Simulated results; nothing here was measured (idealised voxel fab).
Module name: voxel quadruple lines (process module)
Xsec cut, 230 nm wide, square cell size 5 nm.
We lay out every cross-section as a grid of square cells and spell it out in bands from the top down, where one band means one or more rows of cells.
The entry gives the band's vertical extent as a top height and a bottom height in nm, then its horizontal make-up as materials from left to right, each with a width in nm. "blank" stands for empty space; a single material marked "all across" fills the band edge to edge.
Height is counted from the level 0, under which the received wafer is composed throughout of one material. The lowest of the bands is not closed at the bottom but continues downward, in the notation "0 and below".
The expression "30 to 40" gives the width at the extremes of the band, the first number at its top row of cells and the second at its bottom row, with the width changing by equal amounts from each row to the next in between.
The designation "nothing got changed", where it is given for a processing step, indicates that no cell of the cross-section was altered in the course of that step.
"Trapped void list" specifies each empty space that is not open to the top and that occupies no fewer than 8 cells, using the form width x height at distance, the distance measured from the left edge and all three quantities in nm.
On each step's line, the part that comes after the settings is the simulator's own comment on the step.
On any step carrying a mask, the "overlay nm" setting, if present on the step's line, tells how far right of its planned place the mask lay; negative values point to the left.

This section lists the process steps that were planned
1. RECEIVE, material Si
2. CONFORMAL_DEP, material SiO2, thk nm 10
3. DIRECTIONAL_DEP, material Ru, thk nm 10
4. DIRECTIONAL_DEP, material polySi, thk nm 20
5. DIRECTIONAL_DEP, material aC, thk nm 20
6. PATTERN, tone cover, mask id MANDREL, material resist, width nm 35, pitch nm 100, thk nm 30, overlay nm 0
7. DIRECTIONAL_ETCH, etch materials aC, depth nm 20
8. STRIP, etch materials resist
9. CONFORMAL_DEP, material SiO2, thk nm 15
10. DIRECTIONAL_ETCH, etch materials SiO2, depth nm 15
11. STRIP, etch materials aC
12. DIRECTIONAL_ETCH, etch materials polySi, depth nm 20
13. STRIP, etch materials SiO2
14. CONFORMAL_DEP, material SiN, thk nm 10
15. DIRECTIONAL_ETCH, etch materials SiN, depth nm 10
16. STRIP, etch materials polySi
17. DIRECTIONAL_ETCH, etch materials Ru, depth nm 10
18. STRIP, etch materials SiN

Of two wafers, the first: run according to plan

As-received state of the wafer in cross-section, equivalent to post-step 1
	0 and below | Si all across
	Trapped void list: none

Cross-section of the wafer subsequent to step 2
	10 down to 0 | SiO2 all across
	Heights below 0 show no change.

Cross-section of the wafer subsequent to step 3
	20 down to 10 | Ru all across
	Heights below 10 show no change.

Cross-section of the wafer subsequent to step 4
	40 down to 20 | polySi all across
	Heights below 20 show no change.

Cross-section of the wafer subsequent to step 5
	60 down to 40 | aC all across
	Heights below 40 show no change.

Cross-section of the wafer subsequent to step 6
	90 down to 60 | 45 blank; 35 resist; 65 blank; 35 resist; 50 blank
	Heights below 60 show no change.

Cross-section of the wafer subsequent to step 7
	70 down to 60 | 45 blank; 35 resist; 65 blank; 35 resist; 50 blank
	60 down to 40 | 45 blank; 35 aC; 65 blank; 35 aC; 50 blank
	Heights below 40 show no change.

Cross-section of the wafer subsequent to step 8
	60 down to 40 | 45 blank; 35 aC; 65 blank; 35 aC; 50 blank
	Heights below 40 show no change.

Cross-section of the wafer subsequent to step 9
	75 down to 60 | 30 blank; 65 SiO2; 35 blank; 65 SiO2; 35 blank
	60 down to 55 | 30 blank; 15 SiO2; 35 aC; 15 SiO2; 35 blank; 15 SiO2; 35 aC; 15 SiO2; 35 blank
	55 down to 40 | 45 SiO2; 35 aC; 65 SiO2; 35 aC; 50 SiO2
	Heights below 40 show no change.

Cross-section of the wafer subsequent to step 10
	60 down to 40 | 30 blank; 15 SiO2; 35 aC; 15 SiO2; 35 blank; 15 SiO2; 35 aC; 15 SiO2; 35 blank
	Heights below 40 show no change.

Cross-section of the wafer subsequent to step 11
	60 down to 40 | 30 blank; 15 SiO2; 35 blank; 15 SiO2; 35 blank; 15 SiO2; 35 blank; 15 SiO2; 35 blank
	Heights below 40 show no change.

Cross-section of the wafer subsequent to step 12
	60 down to 40 | 30 blank; 15 SiO2; 35 blank; 15 SiO2; 35 blank; 15 SiO2; 35 blank; 15 SiO2; 35 blank
	40 down to 20 | 30 blank; 15 polySi; 35 blank; 15 polySi; 35 blank; 15 polySi; 35 blank; 15 polySi; 35 blank
	Heights below 20 show no change.

Cross-section of the wafer subsequent to step 13
	40 down to 20 | 30 blank; 15 polySi; 35 blank; 15 polySi; 35 blank; 15 polySi; 35 blank; 15 polySi; 35 blank
	Heights below 20 show no change.

Cross-section of the wafer subsequent to step 14
	50 down to 40 | 20 blank; 35 SiN; 15 blank; 35 SiN; 15 blank; 35 SiN; 15 blank; 35 SiN; 25 blank
	40 down to 30 | 20 blank; 10 SiN; 15 polySi; 10 SiN; 15 blank; 10 SiN; 15 polySi; 10 SiN; 15 blank; 10 SiN; 15 polySi; 10 SiN; 15 blank; 10 SiN; 15 polySi; 10 SiN; 25 blank
	30 down to 20 | 30 SiN; 15 polySi; 35 SiN; 15 polySi; 35 SiN; 15 polySi; 35 SiN; 15 polySi; 35 SiN
	Heights below 20 show no change.

Cross-section of the wafer subsequent to step 15
	40 down to 20 | 20 blank; 10 SiN; 15 polySi; 10 SiN; 15 blank; 10 SiN; 15 polySi; 10 SiN; 15 blank; 10 SiN; 15 polySi; 10 SiN; 15 blank; 10 SiN; 15 polySi; 10 SiN; 25 blank
	Heights below 20 show no change.

Cross-section of the wafer subsequent to step 16
	40 down to 20 | 20 blank; 10 SiN; 15 blank; 10 SiN; 15 blank; 10 SiN; 15 blank; 10 SiN; 15 blank; 10 SiN; 15 blank; 10 SiN; 15 blank; 10 SiN; 15 blank; 10 SiN; 25 blank
	Heights below 20 show no change.

Cross-section of the wafer subsequent to step 17
	40 down to 20 | 20 blank; 10 SiN; 15 blank; 10 SiN; 15 blank; 10 SiN; 15 blank; 10 SiN; 15 blank; 10 SiN; 15 blank; 10 SiN; 15 blank; 10 SiN; 15 blank; 10 SiN; 25 blank
	20 down to 10 | 20 blank; 10 Ru; 15 blank; 10 Ru; 15 blank; 10 Ru; 15 blank; 10 Ru; 15 blank; 10 Ru; 15 blank; 10 Ru; 15 blank; 10 Ru; 15 blank; 10 Ru; 25 blank
	Heights below 10 show no change.

Cross-section of the wafer subsequent to step 18
	20 down to 10 | 20 blank; 10 Ru; 15 blank; 10 Ru; 15 blank; 10 Ru; 15 blank; 10 Ru; 15 blank; 10 Ru; 15 blank; 10 Ru; 15 blank; 10 Ru; 15 blank; 10 Ru; 25 blank
	Heights below 10 show no change.

Second wafer, same starting state and plan as the first, one mistake in the run, identical through step 5

When step 6 should have ended
	90 down to 60 | 50 blank; 25 resist; 75 blank; 25 resist; 55 blank
	Heights below 60 show no change.

When step 7 should have ended
	70 down to 60 | 50 blank; 25 resist; 75 blank; 25 resist; 55 blank
	60 down to 40 | 50 blank; 25 aC; 75 blank; 25 aC; 55 blank
	Heights below 40 show no change.

When step 8 should have ended
	60 down to 40 | 50 blank; 25 aC; 75 blank; 25 aC; 55 blank
	Heights below 40 show no change.

When step 9 should have ended
	75 down to 60 | 35 blank; 55 SiO2; 45 blank; 55 SiO2; 40 blank
	60 down to 55 | 35 blank; 15 SiO2; 25 aC; 15 SiO2; 45 blank; 15 SiO2; 25 aC; 15 SiO2; 40 blank
	55 down to 40 | 50 SiO2; 25 aC; 75 SiO2; 25 aC; 55 SiO2
	Heights below 40 show no change.

When step 10 should have ended
	60 down to 40 | 35 blank; 15 SiO2; 25 aC; 15 SiO2; 45 blank; 15 SiO2; 25 aC; 15 SiO2; 40 blank
	Heights below 40 show no change.

When step 11 should have ended
	60 down to 40 | 35 blank; 15 SiO2; 25 blank; 15 SiO2; 45 blank; 15 SiO2; 25 blank; 15 SiO2; 40 blank
	Heights below 40 show no change.

When step 12 should have ended
	60 down to 40 | 35 blank; 15 SiO2; 25 blank; 15 SiO2; 45 blank; 15 SiO2; 25 blank; 15 SiO2; 40 blank
	40 down to 20 | 35 blank; 15 polySi; 25 blank; 15 polySi; 45 blank; 15 polySi; 25 blank; 15 polySi; 40 blank
	Heights below 20 show no change.

When step 13 should have ended
	40 down to 20 | 35 blank; 15 polySi; 25 blank; 15 polySi; 45 blank; 15 polySi; 25 blank; 15 polySi; 40 blank
	Heights below 20 show no change.

When step 14 should have ended
	50 down to 40 | 25 blank; 35 SiN; 5 blank; 35 SiN; 25 blank; 35 SiN; 5 blank; 35 SiN; 30 blank
	40 down to 30 | 25 blank; 10 SiN; 15 polySi; 10 SiN; 5 blank; 10 SiN; 15 polySi; 10 SiN; 25 blank; 10 SiN; 15 polySi; 10 SiN; 5 blank; 10 SiN; 15 polySi; 10 SiN; 30 blank
	30 down to 20 | 35 SiN; 15 polySi; 25 SiN; 15 polySi; 45 SiN; 15 polySi; 25 SiN; 15 polySi; 40 SiN
	Heights below 20 show no change.

When step 15 should have ended
	40 down to 20 | 25 blank; 10 SiN; 15 polySi; 10 SiN; 5 blank; 10 SiN; 15 polySi; 10 SiN; 25 blank; 10 SiN; 15 polySi; 10 SiN; 5 blank; 10 SiN; 15 polySi; 10 SiN; 30 blank
	Heights below 20 show no change.

When step 16 should have ended
	40 down to 20 | 25 blank; 10 SiN; 15 blank; 10 SiN; 5 blank; 10 SiN; 15 blank; 10 SiN; 25 blank; 10 SiN; 15 blank; 10 SiN; 5 blank; 10 SiN; 15 blank; 10 SiN; 30 blank
	Heights below 20 show no change.

When step 17 should have ended
	40 down to 20 | 25 blank; 10 SiN; 15 blank; 10 SiN; 5 blank; 10 SiN; 15 blank; 10 SiN; 25 blank; 10 SiN; 15 blank; 10 SiN; 5 blank; 10 SiN; 15 blank; 10 SiN; 30 blank
	20 down to 10 | 25 blank; 10 Ru; 15 blank; 10 Ru; 5 blank; 10 Ru; 15 blank; 10 Ru; 25 blank; 10 Ru; 15 blank; 10 Ru; 5 blank; 10 Ru; 15 blank; 10 Ru; 30 blank
	Heights below 10 show no change.

When step 18 should have ended
	20 down to 10 | 25 blank; 10 Ru; 15 blank; 10 Ru; 5 blank; 10 Ru; 15 blank; 10 Ru; 25 blank; 10 Ru; 15 blank; 10 Ru; 5 blank; 10 Ru; 15 blank; 10 Ru; 30 blank
	Heights below 10 show no change.
Nonconformance to the process plan: step 6 went in with a setting other than planned; the actual run was PATTERN, tone cover, mask id MANDREL, material resist, width nm 25, pitch nm 100, thk nm 30, overlay nm 0
If you tally the cells, the second wafer ends up with the same amount of every material as the first; it's all just sitting in different places.
